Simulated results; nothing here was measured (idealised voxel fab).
The name of this process module is voxel transistor to metal.
It is cross-section cut that appears here, measuring 140 nm in width, its square cells being 5 nm in size.
Cross-section = grid of square cells, listed top down in bands; band = one or more rows. Top height, bottom height, nm. Materials left to right, width each, nm. Single material + "edge to edge" = fills band edge to edge. "empty" = empty. Measure heights from 0. That's the level where, below it, the as-received wafer is all one material. The lowest band is bottomless and extends downward; write it as in "from 0 down". Top row gets the first number, bottom row gets the second, and each row in between changes by the same step: that is how a band width like "30..40" works. Any step labelled "identical to before" changed none of the cells in the cross-section. Look at "Closed empty spaces" for the closed voids: empty spaces with no open path to the top, sized 8 cells or up. Each is width x height at distance, distance from the left edge, all nm. Text after the settings on a step's line: the simulator's own remark on that step. Steps that use a mask can have "overlay nm" on their line. It says how far the mask sat to the right of where it was meant to be. Negative means to the left.
**The following list gives the planned process steps**
1,RECEIVE (material Si)
2,OXIDIZE (depth nm 5)
3,CONFORMAL_DEP (material SiN; thk nm 15)
4,PATTERN (tone cover; mask id ACTIVE; material resist; width nm 100; thk nm 15; overlay nm 0)
5,DIRECTIONAL_ETCH (etch materials SiN; depth nm 15)
6,DIRECTIONAL_ETCH (etch materials SiO2; depth nm 5)
7,DIRECTIONAL_ETCH (etch materials Si; depth nm 30)
8,STRIP (etch materials resist)
9,OXIDIZE (depth nm 5)
10,FILL_DEP (material SiO2; thk nm 10)
11,CMP (height nm 15)
12,SELECTIVE_ETCH (etch materials SiO2; depth nm 5)
13,STRIP (etch materials SiN)
14,SELECTIVE_ETCH (etch materials SiO2; depth nm 5)
15,OXIDIZE (depth nm 5)
16,DIRECTIONAL_DEP (material polySi; thk nm 20)
17,DIRECTIONAL_DEP (material SiCN; thk nm 15)
18,DIRECTIONAL_DEP (material aC; thk nm 15)
19,PATTERN (tone cover; mask id GATE; material resist; width nm 20; thk nm 35; overlay nm 0)
20,DIRECTIONAL_ETCH (etch materials aC; depth nm 15)
21,STRIP (etch materials resist)
22,DIRECTIONAL_ETCH (etch materials SiCN; depth nm 25)
23,DIRECTIONAL_ETCH (etch materials polySi; depth nm 30)
24,STRIP (etch materials aC)
25,CONFORMAL_DEP (material SiN; thk nm 10)
26,DIRECTIONAL_ETCH (etch materials SiN; depth nm 10)
27,DIRECTIONAL_ETCH (etch materials SiO2; depth nm 5)
28,DIRECTIONAL_ETCH (etch materials Si; depth nm 15)
29,EPI (material nSi; thk nm 15)
30,FILL_DEP (material SiO2; thk nm 10)
31,CMP (height nm 30)
32,DIRECTIONAL_DEP (material SiO2; thk nm 10)
33,DIRECTIONAL_DEP (material aC; thk nm 15)
34,PATTERN (tone open; mask id CONTACT; material resist; width nm 25; pitch nm 55; thk nm 35; overlay nm 0)
35,DIRECTIONAL_ETCH (etch materials aC; depth nm 15)
36,STRIP (etch materials resist)
37,DIRECTIONAL_ETCH (etch materials SiO2; depth nm 50)
38,STRIP (etch materials aC)
39,CONFORMAL_DEP (material TiN; thk nm 5)
40,FILL_DEP (material W; thk nm 10)
41,CMP (height nm 40)
42,CONFORMAL_DEP (material SiN; thk nm 5)
43,DIRECTIONAL_DEP (material SiO2; thk nm 25)
44,MASKED_ETCH (tone open; mask id METAL_1; width nm 15; pitch nm 65; etch materials SiO2; depth nm 25; overlay nm 0)
45,MASKED_ETCH (tone open; mask id METAL_1; width nm 15; pitch nm 65; etch materials SiN; depth nm 5; overlay nm 0)
46,CONFORMAL_DEP (material TiN; thk nm 5)
47,FILL_DEP (material Ru; thk nm 10)
48,CMP (height nm 70)
49,CONFORMAL_DEP (material SiCN; thk nm 5)
50,DIRECTIONAL_DEP (material lowk; thk nm 25)
51,PATTERN (tone open; mask id METAL_2; material resist; width nm 15; pitch nm 65; thk nm 15; overlay nm 0)
52,DIRECTIONAL_ETCH (etch materials lowk; depth nm 15)
53,STRIP (etch materials resist)
54,PATTERN (tone open; mask id METAL_2_HOLES; material resist; width nm 15; pitch nm 65; thk nm 20; overlay nm 0)
55,DIRECTIONAL_ETCH (etch materials lowk; depth nm 10)
56,DIRECTIONAL_ETCH (etch materials SiCN; depth nm 5)
57,STRIP (etch materials resist)
58,CONFORMAL_DEP (material TiN; thk nm 5)
59,FILL_DEP (material Cu; thk nm 10)
60,CMP (height nm 100)
61,CONFORMAL_DEP (material SiN; thk nm 5)
**As received (post step 1): cross-section**
- from 0 down  Si edge to edge
- Closed empty spaces: none
**Figure: cross-sectional view of the wafer upon completion of the module, processed from the initial state and according to the plan depicted above, with one error introduced during execution**
- from 105 to 100  SiN edge to edge
- from 100 to 75  lowk=30; TiN=5; Cu=5; TiN=5; lowk=50; TiN=5; Cu=5; TiN=5; lowk=30
- from 75 to 70  SiCN=30; TiN=15; SiCN=50; TiN=15; SiCN=30
- from 70 to 45  SiO2=30; TiN=5; Ru=5; TiN=5; SiO2=50; TiN=5; Ru=5; TiN=5; SiO2=30
- from 45 to 40  SiN=30; TiN=15; SiN=50; TiN=15; SiN=30
- from 40 to 30  SiO2=30; TiN=5; W=15..10; TiN=5..10; SiO2=30; TiN=5..10; W=15..10; TiN=5; SiO2=30
- from 30 to 20  SiO2=30; TiN=5; W=10; TiN=5; SiN=10; SiCN=20; SiN=10; TiN=5; W=10; TiN=5; SiO2=30
- from 20 to 15  SiO2=30; TiN=5; W=10; TiN=5; SiN=10; polySi=20; SiN=10; TiN=5; W=10; TiN=5; SiO2=30
- from 15 to 10  SiO2=30; TiN=20; SiN=10; polySi=20; SiN=10; TiN=20; SiO2=30
- from 10 to 5  SiO2=25; nSi=25; SiN=10; polySi=20; SiN=10; nSi=25; SiO2=25
- from 5 to 0  SiO2=20; SiN=10; nSi=20; SiN=10; polySi=20; SiN=10; nSi=20; SiN=10; SiO2=20
- from 0 to -5  SiO2=30; nSi=20; SiO2=40; nSi=20; SiO2=30
- from -5 to -20  SiO2=25; Si=5; nSi=20; Si=40; nSi=20; Si=5; SiO2=25
- from -20 to -40  SiO2=25; Si=90; SiO2=25
- from -40 down  Si edge to edge
- Closed empty spaces: none
What was the processing mistake? a sequencing error occurred in which plan steps 13 and 14 were transposed
